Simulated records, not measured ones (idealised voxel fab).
Proc. module: voxel local oxidation
For reference, the cross-section in this document is cut, with width 245 nm and square cells of 5 nm.
In this document a cross-section is written as a grid of square cells. It is given as a series of bands, listed from the top down, and a band is one or more rows of cells. Heights first: top, then bottom, in nm. Then materials, left to right, each with a width in nm. "all across" on a single material: fills the band edge to edge. "air": empty space. Heights from 0 (as-received wafer is one material below). Bottom band endless downward, as "0 and below". The two numbers in a width such as "30 to 40" mark its ends across the band: the first belongs to the top row of cells, the second to the bottom row, and from each row to the next the width moves by the same amount. The designation "everything unchanged", where it is given for a processing step, indicates that no cell of the cross-section was altered in the course of that step. This entry, "Closed internal cavities", enumerates those empty regions of no fewer than 8 cells that possess no open connection to the top. Each region is reported in the form width x height at distance, the distance being taken from the left edge, with all three quantities expressed in nm. Text after the settings on a step's line: the simulator's own remark on that step. The setting "overlay nm" may be written on the line of a step. When the step uses a mask, the value reports how far to the right of the planned place the mask lay, and a negative value reports that it lay to the left.
### So here's the lineup of process steps we planned
1: RECEIVE | material Si
2: OXIDIZE | depth nm 5
3: CONFORMAL_DEP | material SiN | thk nm 15
4: MASKED_ETCH | tone cover | mask id ACTIVE | width nm 115 | etch materials SiN | depth nm 15 | overlay nm 0
5: SELECTIVE_ETCH | etch materials SiO2 | depth nm 5
6: OXIDIZE | depth nm 10
7: STRIP | etch materials SiN
Same starting wafers, different width nm at step 4. Plan value belongs to the first wafer.
### Sectional view: first of several wafers, as received, after step 1
  0 and below: Si all across
  Closed internal cavities: none
### Gained (+) or lost (-) cells of each material since receipt, then closed voids: one row per wafer, at the end of the module
width nm 115; -113 Si; +85 SiO2; Closed internal cavities: none
width nm 120; -111 Si; +84 SiO2; Closed internal cavities: none
width nm 125; -109 Si; +83 SiO2; Closed internal cavities: none
width nm 130; -107 Si; +82 SiO2; Closed internal cavities: none
width nm 135; -105 Si; +81 SiO2; Closed internal cavities: none
width nm 140; -103 Si; +80 SiO2; Closed internal cavities: none
